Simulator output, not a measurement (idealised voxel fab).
The following is a process module called voxel wiring stack.
190 nm wide, 5 nm square cells: that's cross-section cut.
Notation: cross-section as square-cell grid; stated in bands, top first, going down; one or more cell rows per band.
Read a band's entry like this: the first values are the height of its top and the height of its bottom in nm, and what follows is the sequence of materials from left to right, each with its width in nm. Note that "blank" is empty space, and that a single material marked "everywhere" reaches across the band from edge to edge.
Measure heights from 0. That's the level where, below it, the as-received wafer is all one material. The lowest band is bottomless and extends downward; write it as in "0 nm and below".
Per-row width for "30->40": begins at first number (top row of band), ends at second number (bottom row), increment between rows held constant.
Given "remained the same" for a step, no cell of the cross-section differs between before and after that step.
The list in "Entrapped void list" covers empty spaces of 8 cells or more that cannot reach the top through any open way, and it gives each as width x height at distance; the distance is from the left edge, and width, height and distance are in nm.
If you see something after the settings on a step's line, that's the simulator's own remark about that step.
overlay nm: on a step with a mask, how far right of its planned place the mask lay; negative means left.

The following list gives the planned process steps:
1: RECEIVE with material Si
2: CONFORMAL_DEP with material SiO2, thk nm 10
3: DIRECTIONAL_DEP with material TiN, thk nm 5
4: DIRECTIONAL_DEP with material Ru, thk nm 25
5: PATTERN with tone cover, mask id METAL_1, material resist, width nm 25, pitch nm 40, thk nm 15, overlay nm 0
6: DIRECTIONAL_ETCH with etch materials Ru, depth nm 25
7: DIRECTIONAL_ETCH with etch materials TiN, depth nm 5
8: STRIP with etch materials resist
9: CONFORMAL_DEP with material SiCN, thk nm 5
10: FILL_DEP with material SiO2, thk nm 10
11: CMP with height nm 40
12: CONFORMAL_DEP with material SiCN, thk nm 5
13: DIRECTIONAL_DEP with material SiO2, thk nm 10
14: MASKED_ETCH with tone open, mask id PLUG_1, width nm 15, pitch nm 40, etch materials SiO2, depth nm 10, overlay nm 0
15: MASKED_ETCH with tone open, mask id PLUG_1, width nm 15, pitch nm 40, etch materials SiCN, depth nm 5, overlay nm 0
16: CONFORMAL_DEP with material TiN, thk nm 5
17: FILL_DEP with material W, thk nm 10
18: CMP with height nm 55
19: CONFORMAL_DEP with material SiN, thk nm 5
20: DIRECTIONAL_DEP with material SiO2, thk nm 20
21: DIRECTIONAL_DEP with material aC, thk nm 15
22: PATTERN with tone open, mask id METAL_2, material resist, width nm 25, pitch nm 40, thk nm 30, overlay nm 0
23: DIRECTIONAL_ETCH with etch materials aC, depth nm 15
24: STRIP with etch materials resist
25: DIRECTIONAL_ETCH with etch materials SiO2, depth nm 20
26: DIRECTIONAL_ETCH with etch materials SiN, depth nm 5
27: STRIP with etch materials aC
28: CONFORMAL_DEP with material TiN, thk nm 5
29: FILL_DEP with material Cu, thk nm 10
30: CMP with height nm 80
31: EPI with material Ru, thk nm 5
32: FILL_DEP with material SiCN, thk nm 5

Account of the first of two wafers, which was processed as intended:

Cross-section of the wafer at receipt, which is the condition after step 1:
> 0 nm and below | Si everywhere
> Entrapped void list: none

Upon completion of step 2, the wafer appears in cross-section as shown:
> 10 nm to 0 nm | SiO2 everywhere
> below 0: unchanged

Upon completion of step 3, the wafer appears in cross-section as shown:
> 15 nm to 10 nm | TiN everywhere
> below 10: unchanged

Upon completion of step 4, the wafer appears in cross-section as shown:
> 40 nm to 15 nm | Ru everywhere
> below 15: unchanged

Upon completion of step 5, the wafer appears in cross-section as shown:
> 55 nm to 40 nm | blank (40) | resist (25) | blank (15) | resist (25) | blank (15) | resist (25) | blank (45)
> below 40: unchanged

Upon completion of step 6, the wafer appears in cross-section as shown:
> 55 nm to 40 nm | blank (40) | resist (25) | blank (15) | resist (25) | blank (15) | resist (25) | blank (45)
> 40 nm to 15 nm | blank (40) | Ru (25) | blank (15) | Ru (25) | blank (15) | Ru (25) | blank (45)
> below 15: unchanged

Upon completion of step 7, the wafer appears in cross-section as shown:
> 55 nm to 40 nm | blank (40) | resist (25) | blank (15) | resist (25) | blank (15) | resist (25) | blank (45)
> 40 nm to 15 nm | blank (40) | Ru (25) | blank (15) | Ru (25) | blank (15) | Ru (25) | blank (45)
> 15 nm to 10 nm | blank (40) | TiN (25) | blank (15) | TiN (25) | blank (15) | TiN (25) | blank (45)
> below 10: unchanged

Upon completion of step 8, the wafer appears in cross-section as shown:
> 40 nm to 15 nm | blank (40) | Ru (25) | blank (15) | Ru (25) | blank (15) | Ru (25) | blank (45)
> below 15: unchanged

Upon completion of step 9, the wafer appears in cross-section as shown:
> 45 nm to 40 nm | blank (35) | SiCN (35) | blank (5) | SiCN (35) | blank (5) | SiCN (35) | blank (40)
> 40 nm to 15 nm | blank (35) | SiCN (5) | Ru (25) | SiCN (5) | blank (5) | SiCN (5) | Ru (25) | SiCN (5) | blank (5) | SiCN (5) | Ru (25) | SiCN (5) | blank (40)
> 15 nm to 10 nm | SiCN (40) | TiN (25) | SiCN (15) | TiN (25) | SiCN (15) | TiN (25) | SiCN (45)
> below 10: unchanged

Upon completion of step 10, the wafer appears in cross-section as shown:
> 55 nm to 45 nm | SiO2 everywhere
> 45 nm to 40 nm | SiO2 (35) | SiCN (35) | SiO2 (5) | SiCN (35) | SiO2 (5) | SiCN (35) | SiO2 (40)
> 40 nm to 15 nm | SiO2 (35) | SiCN (5) | Ru (25) | SiCN (5) | SiO2 (5) | SiCN (5) | Ru (25) | SiCN (5) | SiO2 (5) | SiCN (5) | Ru (25) | SiCN (5) | SiO2 (40)
> below 15: unchanged

Upon completion of step 11, the wafer appears in cross-section as shown:
> 40 nm to 15 nm | SiO2 (35) | SiCN (5) | Ru (25) | SiCN (5) | SiO2 (5) | SiCN (5) | Ru (25) | SiCN (5) | SiO2 (5) | SiCN (5) | Ru (25) | SiCN (5) | SiO2 (40)
> below 15: unchanged

Upon completion of step 12, the wafer appears in cross-section as shown:
> 45 nm to 40 nm | SiCN everywhere
> below 40: unchanged

Upon completion of step 13, the wafer appears in cross-section as shown:
> 55 nm to 45 nm | SiO2 everywhere
> below 45: unchanged

Upon completion of step 14, the wafer appears in cross-section as shown:
> 55 nm to 45 nm | SiO2 (40) | blank (15) | SiO2 (25) | blank (15) | SiO2 (25) | blank (15) | SiO2 (55)
> below 45: unchanged

Upon completion of step 15, the wafer appears in cross-section as shown:
> 55 nm to 45 nm | SiO2 (40) | blank (15) | SiO2 (25) | blank (15) | SiO2 (25) | blank (15) | SiO2 (55)
> 45 nm to 40 nm | SiCN (40) | blank (15) | SiCN (25) | blank (15) | SiCN (25) | blank (15) | SiCN (55)
> below 40: unchanged

Upon completion of step 16, the wafer appears in cross-section as shown:
> 60 nm to 55 nm | TiN (45) | blank (5) | TiN (35) | blank (5) | TiN (35) | blank (5) | TiN (60)
> 55 nm to 45 nm | SiO2 (40) | TiN (5) | blank (5) | TiN (5) | SiO2 (25) | TiN (5) | blank (5) | TiN (5) | SiO2 (25) | TiN (5) | blank (5) | TiN (5) | SiO2 (55)
> 45 nm to 40 nm | SiCN (40) | TiN (15) | SiCN (25) | TiN (15) | SiCN (25) | TiN (15) | SiCN (55)
> below 40: unchanged

Upon completion of step 17, the wafer appears in cross-section as shown:
> 70 nm to 60 nm | W everywhere
> 60 nm to 55 nm | TiN (45) | W (5) | TiN (35) | W (5) | TiN (35) | W (5) | TiN (60)
> 55 nm to 45 nm | SiO2 (40) | TiN (5) | W (5) | TiN (5) | SiO2 (25) | TiN (5) | W (5) | TiN (5) | SiO2 (25) | TiN (5) | W (5) | TiN (5) | SiO2 (55)
> below 45: unchanged

Upon completion of step 18, the wafer appears in cross-section as shown:
> 55 nm to 45 nm | SiO2 (40) | TiN (5) | W (5) | TiN (5) | SiO2 (25) | TiN (5) | W (5) | TiN (5) | SiO2 (25) | TiN (5) | W (5) | TiN (5) | SiO2 (55)
> below 45: unchanged

Upon completion of step 19, the wafer appears in cross-section as shown:
> 60 nm to 55 nm | SiN everywhere
> below 55: unchanged

Upon completion of step 20, the wafer appears in cross-section as shown:
> 80 nm to 60 nm | SiO2 everywhere
> below 60: unchanged

Upon completion of step 21, the wafer appears in cross-section as shown:
> 95 nm to 80 nm | aC everywhere
> below 80: unchanged

Upon completion of step 22, the wafer appears in cross-section as shown:
> 125 nm to 95 nm | resist (40) | blank (25) | resist (15) | blank (25) | resist (15) | blank (25) | resist (45)
> below 95: unchanged

Upon completion of step 23, the wafer appears in cross-section as shown:
> 110 nm to 95 nm | resist (40) | blank (25) | resist (15) | blank (25) | resist (15) | blank (25) | resist (45)
> 95 nm to 80 nm | aC (40) | blank (25) | aC (15) | blank (25) | aC (15) | blank (25) | aC (45)
> below 80: unchanged

Upon completion of step 24, the wafer appears in cross-section as shown:
> 95 nm to 80 nm | aC (40) | blank (25) | aC (15) | blank (25) | aC (15) | blank (25) | aC (45)
> below 80: unchanged

Upon completion of step 25, the wafer appears in cross-section as shown:
> 95 nm to 80 nm | aC (40) | blank (25) | aC (15) | blank (25) | aC (15) | blank (25) | aC (45)
> 80 nm to 60 nm | SiO2 (40) | blank (25) | SiO2 (15) | blank (25) | SiO2 (15) | blank (25) | SiO2 (45)
> below 60: unchanged

Upon completion of step 26, the wafer appears in cross-section as shown:
> 95 nm to 80 nm | aC (40) | blank (25) | aC (15) | blank (25) | aC (15) | blank (25) | aC (45)
> 80 nm to 60 nm | SiO2 (40) | blank (25) | SiO2 (15) | blank (25) | SiO2 (15) | blank (25) | SiO2 (45)
> 60 nm to 55 nm | SiN (40) | blank (25) | SiN (15) | blank (25) | SiN (15) | blank (25) | SiN (45)
> below 55: unchanged

Upon completion of step 27, the wafer appears in cross-section as shown:
> 80 nm to 60 nm | SiO2 (40) | blank (25) | SiO2 (15) | blank (25) | SiO2 (15) | blank (25) | SiO2 (45)
> below 60: unchanged

Upon completion of step 28, the wafer appears in cross-section as shown:
> 85 nm to 80 nm | TiN (45) | blank (15) | TiN (25) | blank (15) | TiN (25) | blank (15) | TiN (50)
> 80 nm to 60 nm | SiO2 (40) | TiN (5) | blank (15) | TiN (5) | SiO2 (15) | TiN (5) | blank (15) | TiN (5) | SiO2 (15) | TiN (5) | blank (15) | TiN (5) | SiO2 (45)
> 60 nm to 55 nm | SiN (40) | TiN (25) | SiN (15) | TiN (25) | SiN (15) | TiN (25) | SiN (45)
> below 55: unchanged

Upon completion of step 29, the wafer appears in cross-section as shown:
> 95 nm to 85 nm | Cu everywhere
> 85 nm to 80 nm | TiN (45) | Cu (15) | TiN (25) | Cu (15) | TiN (25) | Cu (15) | TiN (50)
> 80 nm to 60 nm | SiO2 (40) | TiN (5) | Cu (15) | TiN (5) | SiO2 (15) | TiN (5) | Cu (15) | TiN (5) | SiO2 (15) | TiN (5) | Cu (15) | TiN (5) | SiO2 (45)
> below 60: unchanged

Upon completion of step 30, the wafer appears in cross-section as shown:
> 80 nm to 60 nm | SiO2 (40) | TiN (5) | Cu (15) | TiN (5) | SiO2 (15) | TiN (5) | Cu (15) | TiN (5) | SiO2 (15) | TiN (5) | Cu (15) | TiN (5) | SiO2 (45)
> below 60: unchanged

Upon completion of step 31, the wafer appears in cross-section as shown:
> 85 nm to 80 nm | blank (35) | Ru (35) | blank (5) | Ru (35) | blank (5) | Ru (35) | blank (40)
> below 80: unchanged

Upon completion of step 32, the wafer appears in cross-section as shown:
> 90 nm to 85 nm | SiCN everywhere
> 85 nm to 80 nm | SiCN (35) | Ru (35) | SiCN (5) | Ru (35) | SiCN (5) | Ru (35) | SiCN (40)
> below 80: unchanged

Wafer two. Same start, same plan, one slip in execution. Same as wafer one through step 1, inclusive:

Second wafer: cross-section at the scheduled end of step 2:
> 5 nm to 0 nm | TiN everywhere
> below 0: unchanged

Second wafer: cross-section at the scheduled end of step 3:
> 15 nm to 5 nm | SiO2 everywhere
> below 5: unchanged

Second wafer: cross-section at the scheduled end of step 4:
> 40 nm to 15 nm | Ru everywhere
> below 15: unchanged

Second wafer: cross-section at the scheduled end of step 5:
> 55 nm to 40 nm | blank (40) | resist (25) | blank (15) | resist (25) | blank (15) | resist (25) | blank (45)
> below 40: unchanged

Second wafer: cross-section at the scheduled end of step 6:
> 55 nm to 40 nm | blank (40) | resist (25) | blank (15) | resist (25) | blank (15) | resist (25) | blank (45)
> 40 nm to 15 nm | blank (40) | Ru (25) | blank (15) | Ru (25) | blank (15) | Ru (25) | blank (45)
> below 15: unchanged

Second wafer: cross-section at the scheduled end of step 7: remained the same

Second wafer: cross-section at the scheduled end of step 8:
> 40 nm to 15 nm | blank (40) | Ru (25) | blank (15) | Ru (25) | blank (15) | Ru (25) | blank (45)
> below 15: unchanged

Second wafer: cross-section at the scheduled end of step 9:
> 45 nm to 40 nm | blank (35) | SiCN (35) | blank (5) | SiCN (35) | blank (5) | SiCN (35) | blank (40)
> 40 nm to 20 nm | blank (35) | SiCN (5) | Ru (25) | SiCN (5) | blank (5) | SiCN (5) | Ru (25) | SiCN (5) | blank (5) | SiCN (5) | Ru (25) | SiCN (5) | blank (40)
> 20 nm to 15 nm | SiCN (40) | Ru (25) | SiCN (15) | Ru (25) | SiCN (15) | Ru (25) | SiCN (45)
> below 15: unchanged

Second wafer: cross-section at the scheduled end of step 10:
> 55 nm to 45 nm | SiO2 everywhere
> 45 nm to 40 nm | SiO2 (35) | SiCN (35) | SiO2 (5) | SiCN (35) | SiO2 (5) | SiCN (35) | SiO2 (40)
> 40 nm to 20 nm | SiO2 (35) | SiCN (5) | Ru (25) | SiCN (5) | SiO2 (5) | SiCN (5) | Ru (25) | SiCN (5) | SiO2 (5) | SiCN (5) | Ru (25) | SiCN (5) | SiO2 (40)
> below 20: unchanged

Second wafer: cross-section at the scheduled end of step 11:
> 40 nm to 20 nm | SiO2 (35) | SiCN (5) | Ru (25) | SiCN (5) | SiO2 (5) | SiCN (5) | Ru (25) | SiCN (5) | SiO2 (5) | SiCN (5) | Ru (25) | SiCN (5) | SiO2 (40)
> below 20: unchanged

Second wafer: cross-section at the scheduled end of step 12:
> 45 nm to 40 nm | SiCN everywhere
> below 40: unchanged

Second wafer: cross-section at the scheduled end of step 13:
> 55 nm to 45 nm | SiO2 everywhere
> below 45: unchanged

Second wafer: cross-section at the scheduled end of step 14:
> 55 nm to 45 nm | SiO2 (40) | blank (15) | SiO2 (25) | blank (15) | SiO2 (25) | blank (15) | SiO2 (55)
> below 45: unchanged

Second wafer: cross-section at the scheduled end of step 15:
> 55 nm to 45 nm | SiO2 (40) | blank (15) | SiO2 (25) | blank (15) | SiO2 (25) | blank (15) | SiO2 (55)
> 45 nm to 40 nm | SiCN (40) | blank (15) | SiCN (25) | blank (15) | SiCN (25) | blank (15) | SiCN (55)
> below 40: unchanged

Second wafer: cross-section at the scheduled end of step 16:
> 60 nm to 55 nm | TiN (45) | blank (5) | TiN (35) | blank (5) | TiN (35) | blank (5) | TiN (60)
> 55 nm to 45 nm | SiO2 (40) | TiN (5) | blank (5) | TiN (5) | SiO2 (25) | TiN (5) | blank (5) | TiN (5) | SiO2 (25) | TiN (5) | blank (5) | TiN (5) | SiO2 (55)
> 45 nm to 40 nm | SiCN (40) | TiN (15) | SiCN (25) | TiN (15) | SiCN (25) | TiN (15) | SiCN (55)
> below 40: unchanged

Second wafer: cross-section at the scheduled end of step 17:
> 70 nm to 60 nm | W everywhere
> 60 nm to 55 nm | TiN (45) | W (5) | TiN (35) | W (5) | TiN (35) | W (5) | TiN (60)
> 55 nm to 45 nm | SiO2 (40) | TiN (5) | W (5) | TiN (5) | SiO2 (25) | TiN (5) | W (5) | TiN (5) | SiO2 (25) | TiN (5) | W (5) | TiN (5) | SiO2 (55)
> below 45: unchanged

Second wafer: cross-section at the scheduled end of step 18:
> 55 nm to 45 nm | SiO2 (40) | TiN (5) | W (5) | TiN (5) | SiO2 (25) | TiN (5) | W (5) | TiN (5) | SiO2 (25) | TiN (5) | W (5) | TiN (5) | SiO2 (55)
> below 45: unchanged

Second wafer: cross-section at the scheduled end of step 19:
> 60 nm to 55 nm | SiN everywhere
> below 55: unchanged

Second wafer: cross-section at the scheduled end of step 20:
> 80 nm to 60 nm | SiO2 everywhere
> below 60: unchanged

Second wafer: cross-section at the scheduled end of step 21:
> 95 nm to 80 nm | aC everywhere
> below 80: unchanged

Second wafer: cross-section at the scheduled end of step 22:
> 125 nm to 95 nm | resist (40) | blank (25) | resist (15) | blank (25) | resist (15) | blank (25) | resist (45)
> below 95: unchanged

Second wafer: cross-section at the scheduled end of step 23:
> 110 nm to 95 nm | resist (40) | blank (25) | resist (15) | blank (25) | resist (15) | blank (25) | resist (45)
> 95 nm to 80 nm | aC (40) | blank (25) | aC (15) | blank (25) | aC (15) | blank (25) | aC (45)
> below 80: unchanged

Second wafer: cross-section at the scheduled end of step 24:
> 95 nm to 80 nm | aC (40) | blank (25) | aC (15) | blank (25) | aC (15) | blank (25) | aC (45)
> below 80: unchanged

Second wafer: cross-section at the scheduled end of step 25:
> 95 nm to 80 nm | aC (40) | blank (25) | aC (15) | blank (25) | aC (15) | blank (25) | aC (45)
> 80 nm to 60 nm | SiO2 (40) | blank (25) | SiO2 (15) | blank (25) | SiO2 (15) | blank (25) | SiO2 (45)
> below 60: unchanged

Second wafer: cross-section at the scheduled end of step 26:
> 95 nm to 80 nm | aC (40) | blank (25) | aC (15) | blank (25) | aC (15) | blank (25) | aC (45)
> 80 nm to 60 nm | SiO2 (40) | blank (25) | SiO2 (15) | blank (25) | SiO2 (15) | blank (25) | SiO2 (45)
> 60 nm to 55 nm | SiN (40) | blank (25) | SiN (15) | blank (25) | SiN (15) | blank (25) | SiN (45)
> below 55: unchanged

Second wafer: cross-section at the scheduled end of step 27:
> 80 nm to 60 nm | SiO2 (40) | blank (25) | SiO2 (15) | blank (25) | SiO2 (15) | blank (25) | SiO2 (45)
> below 60: unchanged

Second wafer: cross-section at the scheduled end of step 28:
> 85 nm to 80 nm | TiN (45) | blank (15) | TiN (25) | blank (15) | TiN (25) | blank (15) | TiN (50)
> 80 nm to 60 nm | SiO2 (40) | TiN (5) | blank (15) | TiN (5) | SiO2 (15) | TiN (5) | blank (15) | TiN (5) | SiO2 (15) | TiN (5) | blank (15) | TiN (5) | SiO2 (45)
> 60 nm to 55 nm | SiN (40) | TiN (25) | SiN (15) | TiN (25) | SiN (15) | TiN (25) | SiN (45)
> below 55: unchanged

Second wafer: cross-section at the scheduled end of step 29:
> 95 nm to 85 nm | Cu everywhere
> 85 nm to 80 nm | TiN (45) | Cu (15) | TiN (25) | Cu (15) | TiN (25) | Cu (15) | TiN (50)
> 80 nm to 60 nm | SiO2 (40) | TiN (5) | Cu (15) | TiN (5) | SiO2 (15) | TiN (5) | Cu (15) | TiN (5) | SiO2 (15) | TiN (5) | Cu (15) | TiN (5) | SiO2 (45)
> below 60: unchanged

Second wafer: cross-section at the scheduled end of step 30:
> 80 nm to 60 nm | SiO2 (40) | TiN (5) | Cu (15) | TiN (5) | SiO2 (15) | TiN (5) | Cu (15) | TiN (5) | SiO2 (15) | TiN (5) | Cu (15) | TiN (5) | SiO2 (45)
> below 60: unchanged

Second wafer: cross-section at the scheduled end of step 31:
> 85 nm to 80 nm | blank (35) | Ru (35) | blank (5) | Ru (35) | blank (5) | Ru (35) | blank (40)
> below 80: unchanged

Second wafer: cross-section at the scheduled end of step 32:
> 90 nm to 85 nm | SiCN everywhere
> 85 nm to 80 nm | SiCN (35) | Ru (35) | SiCN (5) | Ru (35) | SiCN (5) | Ru (35) | SiCN (40)
> below 80: unchanged
It is concluded that the wafer was processed incorrectly with respect to the plan, in that the executed order of steps 2 and 3 is the reverse of that specified in the plan, each step having taken the other's position
at the end the second wafer has, in cells: -6 SiCN | -17 SiO2 | +23 TiN
